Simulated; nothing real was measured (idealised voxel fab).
A process module follows: voxel transistor to metal.
The cross-section on display is named cut; it measures 295 nm wide, and its cells are 5 nm squares.
A cross-section in this document is a grid of square cells, and it is written down as bands, the top band listed before the ones below it; a band is made up of one or more rows of cells.
Within each band entry, the heights of the top and of the bottom of the band appear first, in that order and in nm; the materials of the band then follow from left to right, each with its corresponding width in nm. The designation "throughout" on a single material indicates that it fills the band from edge to edge; the designation "air" indicates empty space.
Heights are measured from 0, the level below which the as-received wafer is all one material; the lowest band has no bottom and continues downward, written as in "0 and below".
Graded width ("30->40"): value in top row of band = first number; value in bottom row = second number; row-to-row change constant.
Take "nothing changed" at face value: in the step it is given for, the cross-section changed in none of its cells.
The entry "Cavities, closed" lists the empty spaces that cover at least 8 cells and have no open path to the top. Each is written as width x height at distance, where the distance is measured from the left edge and all three values are in nm.
Heads up: the bit after the settings on a step's line is the simulator's remark on that step.
The "overlay nm" setting may appear on a step's line; for a step that uses a mask, it gives how far to the right of its planned position the mask lay, and a negative value indicates the left.
These are the steps we planned for the process:
1) op RECEIVE | material Si
2) op CONFORMAL_DEP | material SiO2 | thk nm 5
3) op CONFORMAL_DEP | material SiN | thk nm 15
4) op PATTERN | tone cover | mask id ACTIVE | material resist | width nm 105 | pitch nm 130 | thk nm 20 | overlay nm 0
5) op DIRECTIONAL_ETCH | etch materials SiN | depth nm 15
6) op DIRECTIONAL_ETCH | etch materials SiO2 | depth nm 5
7) op DIRECTIONAL_ETCH | etch materials Si | depth nm 30
8) op STRIP | etch materials resist
9) op OXIDIZE | depth nm 5
10) op FILL_DEP | material SiO2 | thk nm 15
11) op CMP | height nm 20
12) op SELECTIVE_ETCH | etch materials SiO2 | depth nm 15
13) op STRIP | etch materials SiN
14) op SELECTIVE_ETCH | etch materials SiO2 | depth nm 5
15) op OXIDIZE | depth nm 5
16) op DIRECTIONAL_DEP | material polySi | thk nm 25
17) op DIRECTIONAL_DEP | material SiCN | thk nm 15
18) op DIRECTIONAL_DEP | material aC | thk nm 10
19) op PATTERN | tone cover | mask id GATE | material resist | width nm 25 | pitch nm 130 | thk nm 25 | overlay nm 0
20) op DIRECTIONAL_ETCH | etch materials aC | depth nm 10
21) op STRIP | etch materials resist
22) op DIRECTIONAL_ETCH | etch materials SiCN | depth nm 25
23) op DIRECTIONAL_ETCH | etch materials polySi | depth nm 35
24) op STRIP | etch materials aC
25) op CONFORMAL_DEP | material SiN | thk nm 5
26) op DIRECTIONAL_ETCH | etch materials SiN | depth nm 5
27) op DIRECTIONAL_ETCH | etch materials SiO2 | depth nm 5
28) op DIRECTIONAL_ETCH | etch materials Si | depth nm 10
29) op EPI | material nSi | thk nm 15
30) op FILL_DEP | material SiO2 | thk nm 5
31) op CMP | height nm 40
32) op DIRECTIONAL_DEP | material SiO2 | thk nm 10
33) op PATTERN | tone open | mask id CONTACT | material resist | width nm 30 | pitch nm 65 | thk nm 15 | overlay nm 0
34) op DIRECTIONAL_ETCH | etch materials SiO2 | depth nm 50
35) op STRIP | etch materials resist
36) op CONFORMAL_DEP | material TiN | thk nm 5
37) op FILL_DEP | material W | thk nm 5
38) op CMP | height nm 50
39) op DIRECTIONAL_DEP | material TiN | thk nm 5
40) op DIRECTIONAL_DEP | material Ru | thk nm 15
41) op MASKED_ETCH | tone cover | mask id METAL_1 | width nm 15 | etch materials Ru | depth nm 15 | overlay nm 0
42) op MASKED_ETCH | tone cover | mask id METAL_1 | width nm 15 | etch materials TiN | depth nm 5 | overlay nm 0
43) op CONFORMAL_DEP | material SiN | thk nm 5
44) op FILL_DEP | material SiO2 | thk nm 5
45) op CMP | height nm 70
46) op CONFORMAL_DEP | material SiCN | thk nm 5
47) op DIRECTIONAL_DEP | material SiO2 | thk nm 25
48) op DIRECTIONAL_DEP | material aC | thk nm 10
49) op PATTERN | tone open | mask id METAL_2 | material resist | width nm 15 | pitch nm 130 | thk nm 30 | overlay nm 0
50) op DIRECTIONAL_ETCH | etch materials aC | depth nm 10
51) op STRIP | etch materials resist
52) op DIRECTIONAL_ETCH | etch materials SiO2 | depth nm 15
53) op STRIP | etch materials aC
54) op MASKED_ETCH | tone open | mask id METAL_2_HOLES | width nm 15 | pitch nm 130 | etch materials SiO2 | depth nm 10 | overlay nm 0
55) op MASKED_ETCH | tone open | mask id METAL_2_HOLES | width nm 15 | pitch nm 130 | etch materials SiCN | depth nm 5 | overlay nm 0
56) op CONFORMAL_DEP | material TiN | thk nm 5
57) op FILL_DEP | material Ru | thk nm 10
58) op CMP | height nm 100
59) op CONFORMAL_DEP | material SiN | thk nm 5
Cross-section: wafer on arrival = after step 1:
  0 and below | Si throughout
  Cavities, closed: none
Final wafer profile in cross-section after the module, from the same start and plan as above, with one mistake made during processing:
  105 down to 100 | SiN throughout
  100 down to 75 | SiO2=35 / TiN=5 / Ru=5 / TiN=5 / SiO2=115 / TiN=5 / Ru=5 / TiN=5 / SiO2=115
  75 down to 70 | SiCN=35 / TiN=15 / SiCN=115 / TiN=15 / SiCN=115
  70 down to 55 | SiO2=30 / SiN=5 / Ru=15 / SiN=5 / SiO2=55 / SiN=5 / Ru=15 / SiN=5 / SiO2=25 / SiN=5 / Ru=15 / SiN=5 / SiO2=55 / SiN=5 / Ru=15 / SiN=5 / SiO2=30
  55 down to 50 | SiN=35 / TiN=15 / SiN=65 / TiN=15 / SiN=35 / TiN=15 / SiN=65 / TiN=15 / SiN=35
  50 down to 40 | SiO2=35 / TiN=5 / W=20 / TiN=5 / SiO2=35 / TiN=5 / W=20 / TiN=5 / SiO2=35 / TiN=5 / W=20 / TiN=5 / SiO2=35 / TiN=5 / W=20 / TiN=5 / SiO2=35
  40 down to 25 | SiO2=35 / TiN=5 / W=20 / TiN=5 / SiN=5 / SiCN=25 / SiN=5 / TiN=5 / W=20 / TiN=5 / SiO2=35 / TiN=5 / W=20 / TiN=5 / SiN=5 / SiCN=25 / SiN=5 / TiN=5 / W=20 / TiN=5 / SiO2=35
  25 down to 15 | SiO2=35 / TiN=5 / W=20 / TiN=5 / SiN=5 / polySi=25 / SiN=5 / TiN=5 / W=20 / TiN=5 / SiO2=35 / TiN=5 / W=20 / TiN=5 / SiN=5 / polySi=25 / SiN=5 / TiN=5 / W=20 / TiN=5 / SiO2=35
  15 down to 10 | SiO2=35 / TiN=5 / W=5 / TiN=20 / SiN=5 / polySi=25 / SiN=5 / TiN=20 / W=5 / TiN=5 / SiO2=35 / TiN=5 / W=5 / TiN=20 / SiN=5 / polySi=25 / SiN=5 / TiN=20 / W=5 / TiN=5 / SiO2=35
  10 down to 5 | SiO2=35 / TiN=5 / W=5 / TiN=5 / nSi=15 / SiN=5 / polySi=25 / SiN=5 / nSi=15 / TiN=5 / W=5 / TiN=5 / SiO2=35 / TiN=5 / W=5 / TiN=5 / nSi=15 / SiN=5 / polySi=25 / SiN=5 / nSi=15 / TiN=5 / W=5 / TiN=5 / SiO2=35
  5 down to 0 | SiO2=35 / TiN=15 / nSi=15 / SiN=5 / polySi=25 / SiN=5 / nSi=15 / TiN=15 / SiO2=35 / TiN=15 / nSi=15 / SiN=5 / polySi=25 / SiN=5 / nSi=15 / TiN=15 / SiO2=35
  0 down to -5 | SiO2=30 / SiN=5 / nSi=30 / SiO2=35 / nSi=30 / SiN=5 / SiO2=25 / SiN=5 / nSi=30 / SiO2=35 / nSi=30 / SiN=5 / SiO2=30
  -5 down to -15 | SiO2=30 / SiN=5 / SiO2=5 / nSi=25 / Si=35 / nSi=25 / SiO2=5 / SiN=5 / SiO2=25 / SiN=5 / SiO2=5 / nSi=25 / Si=35 / nSi=25 / SiO2=5 / SiN=5 / SiO2=30
  -15 down to -20 | SiO2=40 / Si=85 / SiO2=45 / Si=85 / SiO2=40
  -20 down to -35 | SiO2=35 / Si=95 / SiO2=35 / Si=95 / SiO2=35
  -35 and below | Si throughout
  Cavities, closed: none
The plan and the run diverged here: step 12 in the plan was executed twice
